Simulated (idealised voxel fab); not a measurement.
The process module presented herein is designated voxel spacer lines.
Section cut is 200 nm wide and gridded with 5 nm square cells.
Cross-section spec: square-cell grid; bands listed top down; each band is one or more rows.
Read a band's entry like this: the first values are the height of its top and the height of its bottom in nm, and what follows is the sequence of materials from left to right, each with its width in nm. Note that "blank" is empty space, and that a single material marked "edge to edge" reaches across the band from edge to edge.
The reference from which all heights are counted is 0, the level beneath which the as-received wafer is entirely one material; the lowest band, having no lower bound, proceeds downward and is written after the example "0..down".
Top row gets the first number, bottom row gets the second, and each row in between changes by the same step: that is how a band width like "30..40" works.
Basically "nothing different" means that step didn't change any cell in the cross-section.
What "Enclosed cavity list" gives you is every empty space of 8 cells or more that is cut off from the top. Each appears as width x height at distance, with the distance taken from the left edge and width, height and distance all in nm.
Heads up: the bit after the settings on a step's line is the simulator's remark on that step.
What "overlay nm" on a step's line means: if the step has a mask, that mask lay this far to the right of its planned place, or, when the value is negative, to the left.
Process steps - plan:
1) RECEIVE [material Si]
2) CONFORMAL_DEP [material Al2O3] [thk nm 10]
3) DIRECTIONAL_DEP [material W] [thk nm 20]
4) DIRECTIONAL_DEP [material aC] [thk nm 20]
5) PATTERN [tone cover] [mask id MANDREL] [material resist] [width nm 15] [pitch nm 60] [thk nm 25] [overlay nm 0]
6) DIRECTIONAL_ETCH [etch materials aC] [depth nm 20]
7) STRIP [etch materials resist]
8) CONFORMAL_DEP [material SiN] [thk nm 10]
9) DIRECTIONAL_ETCH [etch materials SiN] [depth nm 10]
10) STRIP [etch materials aC]
11) DIRECTIONAL_ETCH [etch materials W] [depth nm 20]
12) STRIP [etch materials SiN]
Where the wafers of this document differ is in the width nm of step 5; they start out the same, and the plan states the value that applied to the first wafer.
Incoming state of the first of several wafers in cross-section: after step 1:
0..down | Si edge to edge
Enclosed cavity list: none
End of module: cross-section of the first of several wafers after step 12, the last step:
30..10 | 25 of blank; 10 of W; 15 of blank; 10 of W; 25 of blank; 10 of W; 15 of blank; 10 of W; 25 of blank; 10 of W; 15 of blank; 10 of W; 20 of blank
10..0 | Al2O3 edge to edge
0..down | Si edge to edge
Enclosed cavity list: none
Showing the last wafer in cross-section at the end of the module:
30..10 | 15 of blank; 10 of W; 35 of blank; 10 of W; 5 of blank; 10 of W; 35 of blank; 10 of W; 5 of blank; 10 of W; 35 of blank; 10 of W; 10 of blank
10..0 | Al2O3 edge to edge
0..down | Si edge to edge
Enclosed cavity list: none
Below: a row per wafer. Contents at end of module: for every material, cells gained since receipt (+) or lost since receipt (-); then closed voids:
width nm 15; +80 Al2O3; +48 W; Enclosed cavity list: none
width nm 20; +80 Al2O3; +48 W; Enclosed cavity list: none
width nm 25; +80 Al2O3; +48 W; Enclosed cavity list: none
width nm 30; +80 Al2O3; +48 W; Enclosed cavity list: none
width nm 35; +80 Al2O3; +48 W; Enclosed cavity list: none
